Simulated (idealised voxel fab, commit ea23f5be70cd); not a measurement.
The following process module bears the name voxel transistor to metal.
Cross-section cut spans 210 nm and uses square cells 5 nm in size.
A cross-section in this document is a grid of square cells, and it is written down as bands, the top band listed before the ones below it; a band is made up of one or more rows of cells. The band entry comprises the height of the band's top followed by the height of its bottom, expressed in nm, and subsequently the band's materials from left to right, each stated together with its width in nm. Where a single material is marked with the word "all across", that material fills the band from edge to edge. The word "air" represents empty space. Heights are expressed relative to 0, this being the level below which the as-received wafer comprises one material exclusively. The lowest band is unbounded in the downward direction and is denoted as in "0 nm and below". With a width like "30..40", each row of cells in the band differs from the next by the same amount, the top row carrying the first number and the bottom row the second. Any step labelled "same as before" changed none of the cells in the cross-section. Heads up: "Voids, sealed" only lists the empty pockets with no open path to the top that are 8 cells or more, and it writes them as width x height at distance, distance from the left edge, in nm. The remark found on a step's line after its settings is issued by the simulator itself and pertains to that step. The setting "overlay nm" may be written on the line of a step. When the step uses a mask, the value reports how far to the right of the planned place the mask lay, and a negative value reports that it lay to the left.

Planned process steps:
1 RECEIVE (material Si)
2 CONFORMAL_DEP (material SiO2; thk nm 5)
3 CONFORMAL_DEP (material SiN; thk nm 15)
4 DIRECTIONAL_DEP (material aC; thk nm 10)
5 PATTERN (tone cover; mask id ACTIVE; material resist; width nm 105; thk nm 30; overlay nm 0)
6 DIRECTIONAL_ETCH (etch materials aC; depth nm 10)
7 STRIP (etch materials resist)
8 DIRECTIONAL_ETCH (etch materials SiN; depth nm 15)
9 DIRECTIONAL_ETCH (etch materials SiO2; depth nm 5)
10 DIRECTIONAL_ETCH (etch materials Si; depth nm 25)
11 STRIP (etch materials aC)
12 OXIDIZE (depth nm 5)
13 FILL_DEP (material SiO2; thk nm 5)
14 CMP (height nm 20)
15 SELECTIVE_ETCH (etch materials SiO2; depth nm 10)
16 STRIP (etch materials SiN)
17 SELECTIVE_ETCH (etch materials SiO2; depth nm 5)
18 OXIDIZE (depth nm 5)
19 DIRECTIONAL_DEP (material polySi; thk nm 30)
20 DIRECTIONAL_DEP (material SiCN; thk nm 15)
21 MASKED_ETCH (tone cover; mask id GATE; width nm 25; etch materials SiCN; depth nm 25; overlay nm 0)
22 MASKED_ETCH (tone cover; mask id GATE; width nm 25; etch materials polySi; depth nm 40; overlay nm 0)
23 CONFORMAL_DEP (material SiO2; thk nm 5)
24 DIRECTIONAL_ETCH (etch materials SiO2; depth nm 5)
25 CONFORMAL_DEP (material SiN; thk nm 5)
26 DIRECTIONAL_ETCH (etch materials SiN; depth nm 5)
27 DIRECTIONAL_ETCH (etch materials SiO2; depth nm 5)
28 DIRECTIONAL_ETCH (etch materials Si; depth nm 5)
29 EPI (material SiGe; thk nm 5)
30 FILL_DEP (material SiO2; thk nm 5)
31 CMP (height nm 30)
32 STRIP (etch materials polySi)
33 SELECTIVE_ETCH (etch materials SiO2; depth nm 5)
34 CONFORMAL_DEP (material HfO2; thk nm 5)
35 CONFORMAL_DEP (material TiN; thk nm 5)
36 FILL_DEP (material W; thk nm 10)
37 CMP (height nm 25)
38 DIRECTIONAL_DEP (material SiO2; thk nm 15)
39 DIRECTIONAL_DEP (material aC; thk nm 15)
40 PATTERN (tone open; mask id CONTACT; material resist; width nm 20; pitch nm 75; thk nm 30; overlay nm 0)
41 DIRECTIONAL_ETCH (etch materials aC; depth nm 15)
42 STRIP (etch materials resist)
43 DIRECTIONAL_ETCH (etch materials SiO2; depth nm 45)
44 STRIP (etch materials aC)
45 CONFORMAL_DEP (material TiN; thk nm 5)
46 FILL_DEP (material W; thk nm 5)
47 CMP (height nm 40)
48 CONFORMAL_DEP (material SiN; thk nm 5)
49 DIRECTIONAL_DEP (material SiO2; thk nm 15)
50 MASKED_ETCH (tone open; mask id METAL_1; width nm 20; pitch nm 75; etch materials SiO2; depth nm 15; overlay nm 0)
51 MASKED_ETCH (tone open; mask id METAL_1; width nm 20; pitch nm 75; etch materials SiN; depth nm 5; overlay nm 0)
52 CONFORMAL_DEP (material TiN; thk nm 5)
53 FILL_DEP (material Cu; thk nm 5)
54 CMP (height nm 60)
55 EPI (material Ru; thk nm 5)
56 FILL_DEP (material SiCN; thk nm 5)

Delivered wafer in cross-section: state after step 1:
    0 nm and below  Si all across
    Voids, sealed: none

Cross-section, end of module. Start: as above. Plan: as above. Execution: one mistake:
    70 nm to 65 nm  SiCN all across
    65 nm to 60 nm  50 SiCN / 30 Ru / 45 SiCN / 30 Ru / 55 SiCN
    60 nm to 45 nm  55 SiO2 / 5 TiN / 10 Cu / 5 TiN / 55 SiO2 / 5 TiN / 10 Cu / 5 TiN / 60 SiO2
    45 nm to 40 nm  55 SiN / 20 TiN / 55 SiN / 20 TiN / 60 SiN
    40 nm to 30 nm  50 W / 5 TiN / 20 SiO2 / 5 TiN / 45 W / 5 TiN / 20 SiO2 / 5 TiN / 55 W
    30 nm to 25 nm  50 W / 5 TiN / 20 SiO2 / 55 TiN / 20 SiO2 / 5 TiN / 55 W
    25 nm to 10 nm  50 W / 5 TiN / 20 SiO2 / 5 TiN / 5 SiN / 5 HfO2 / 5 TiN / 15 W / 5 TiN / 5 HfO2 / 5 SiN / 5 TiN / 20 SiO2 / 5 TiN / 55 W
    10 nm to 5 nm  45 W / 10 TiN / 20 SiO2 / 5 TiN / 5 SiN / 5 HfO2 / 5 TiN / 15 W / 5 TiN / 5 HfO2 / 5 SiN / 5 TiN / 20 SiO2 / 10 TiN / 50 W
    5 nm to 0 nm  45 W / 5 TiN / 5 SiN / 20 SiO2 / 5 TiN / 5 SiN / 5 HfO2 / 25 TiN / 5 HfO2 / 5 SiN / 5 TiN / 20 SiO2 / 5 SiN / 5 TiN / 50 W
    0 nm to -5 nm  50 TiN / 25 SiO2 / 5 SiGe / 5 SiO2 / 35 HfO2 / 5 SiO2 / 5 SiGe / 25 SiO2 / 55 TiN
    -5 nm to -10 nm  55 SiO2 / 25 SiGe / 45 Si / 25 SiGe / 60 SiO2
    -10 nm to -30 nm  55 SiO2 / 95 Si / 60 SiO2
    -30 nm and below  Si all across
    Voids, sealed: none
The plan and the run diverged here: heads up, step 40 didn't go per plan, it actually ran as PATTERN (tone cover; mask id CONTACT; material resist; width nm 20; pitch nm 75; thk nm 30; overlay nm 0)
